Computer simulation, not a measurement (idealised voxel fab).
Process module in this document: voxel capacitor over wiring
In the cross-section labelled cut, the width is 300 nm and each square cell is 5 nm.
Notation: cross-section as square-cell grid; stated in bands, top first, going down; one or more cell rows per band.
In this notation a band is specified by the heights of its top and bottom, in that order and in nm, after which its materials appear from left to right, each paired with its width in nm. The word "throughout" attached to a single material means that material fills the band from edge to edge; the word "empty" stands for empty space.
For the purposes of this specification, 0 denotes the height below which the wafer in its as-received condition is composed wholly of one material, and the lowermost band, lacking a lower limit, extends downward without end, as expressed in "0 -> down".
Width: "30 to 40" (first number = top row, second number = bottom row, same change from row to row of cells).
You'll sometimes find "remained unchanged" written for a step, and that's the way of saying that nowhere in the cross-section did a cell change during that step.
In "Catalogued sealed voids" the enclosed voids are listed, meaning empty spaces of 8 cells or larger without any opening to the top. The form is width x height at distance, distance from the left edge, units nm.
Where a step's line continues beyond its settings, the continuation is a remark by the simulator itself on that step.
"overlay nm" on a masked step: distance the mask lay right of its planned place, negative for left.
The process steps that were planned are listed below:
- 1: op RECEIVE | material Si
- 2: op CONFORMAL_DEP | material SiO2 | thk nm 10
- 3: op DIRECTIONAL_DEP | material TiN | thk nm 5
- 4: op DIRECTIONAL_DEP | material W | thk nm 25
- 5: op PATTERN | tone cover | mask id METAL_1 | material resist | width nm 20 | pitch nm 85 | thk nm 20 | overlay nm 0
- 6: op DIRECTIONAL_ETCH | etch materials W | depth nm 25
- 7: op DIRECTIONAL_ETCH | etch materials TiN | depth nm 5
- 8: op STRIP | etch materials resist
- 9: op FILL_DEP | material SiO2 | thk nm 10
- 10: op CMP | height nm 40
- 11: op CONFORMAL_DEP | material SiCN | thk nm 5
- 12: op DIRECTIONAL_DEP | material SiO2 | thk nm 20
- 13: op DIRECTIONAL_DEP | material aC | thk nm 15
- 14: op PATTERN | tone open | mask id PLUG_1 | material resist | width nm 15 | thk nm 35 | overlay nm 0
- 15: op DIRECTIONAL_ETCH | etch materials aC | depth nm 15
- 16: op STRIP | etch materials resist
- 17: op DIRECTIONAL_ETCH | etch materials SiO2 | depth nm 20
- 18: op DIRECTIONAL_ETCH | etch materials SiCN | depth nm 5
- 19: op STRIP | etch materials aC
- 20: op CONFORMAL_DEP | material TiN | thk nm 5
- 21: op FILL_DEP | material Cu | thk nm 10
- 22: op CMP | height nm 65
- 23: op DIRECTIONAL_DEP | material TiN | thk nm 10
- 24: op DIRECTIONAL_DEP | material Al2O3 | thk nm 5
- 25: op DIRECTIONAL_DEP | material TiN | thk nm 5
- 26: op DIRECTIONAL_DEP | material aC | thk nm 10
- 27: op PATTERN | tone cover | mask id UPPER_PLATE | material resist | width nm 70 | thk nm 30 | overlay nm 0
- 28: op DIRECTIONAL_ETCH | etch materials aC | depth nm 10
- 29: op STRIP | etch materials resist
- 30: op DIRECTIONAL_ETCH | etch materials TiN | depth nm 5
- 31: op DIRECTIONAL_ETCH | etch materials Al2O3 | depth nm 5
- 32: op STRIP | etch materials aC
- 33: op DIRECTIONAL_DEP | material aC | thk nm 10
- 34: op PATTERN | tone cover | mask id LOWER_PLATE | material resist | width nm 80 | thk nm 30 | overlay nm 0
- 35: op DIRECTIONAL_ETCH | etch materials aC | depth nm 10
- 36: op STRIP | etch materials resist
- 37: op DIRECTIONAL_ETCH | etch materials TiN | depth nm 10
- 38: op STRIP | etch materials aC
- 39: op FILL_DEP | material SiO2 | thk nm 20
- 40: op CMP | height nm 100
- 41: op PATTERN | tone open | mask id PLUG_2 | material resist | width nm 15 | thk nm 15 | overlay nm 0
- 42: op DIRECTIONAL_ETCH | etch materials SiO2 | depth nm 15
- 43: op STRIP | etch materials resist
- 44: op CONFORMAL_DEP | material TiN | thk nm 5
- 45: op FILL_DEP | material W | thk nm 10
- 46: op CMP | height nm 100
- 47: op CONFORMAL_DEP | material SiCN | thk nm 5
Cross-section of the wafer at receipt, which is the condition after step 1:
- 0 -> down | Si throughout
- Catalogued sealed voids: none
Cross-sectional result after module completion. Note: starting condition and plan are unchanged from above; one processing mistake was made:
- 105 -> 100 | SiCN throughout
- 100 -> 90 | SiO2 110 to 100 nm, TiN 15 to 70 nm, SiO2 175 to 130 nm
- 90 -> 85 | SiO2 100 nm, Al2O3 70 nm, SiO2 130 nm
- 85 -> 75 | SiO2 95 nm, TiN 80 nm, SiO2 125 nm
- 75 -> 70 | Cu throughout
- 70 -> 65 | TiN 105 nm, Cu 5 nm, TiN 190 nm
- 65 -> 45 | SiO2 100 nm, TiN 5 nm, Cu 5 nm, TiN 5 nm, SiO2 185 nm
- 45 -> 40 | SiCN 100 nm, TiN 15 nm, SiCN 185 nm
- 40 -> 15 | SiO2 95 nm, W 20 nm, SiO2 65 nm, W 20 nm, SiO2 100 nm
- 15 -> 10 | SiO2 95 nm, TiN 20 nm, SiO2 65 nm, TiN 20 nm, SiO2 100 nm
- 10 -> 0 | SiO2 throughout
- 0 -> down | Si throughout
- Catalogued sealed voids: none
The mistake made against the process plan was this: step 22, actual vs plan mismatch, actual run op CMP | height nm 75
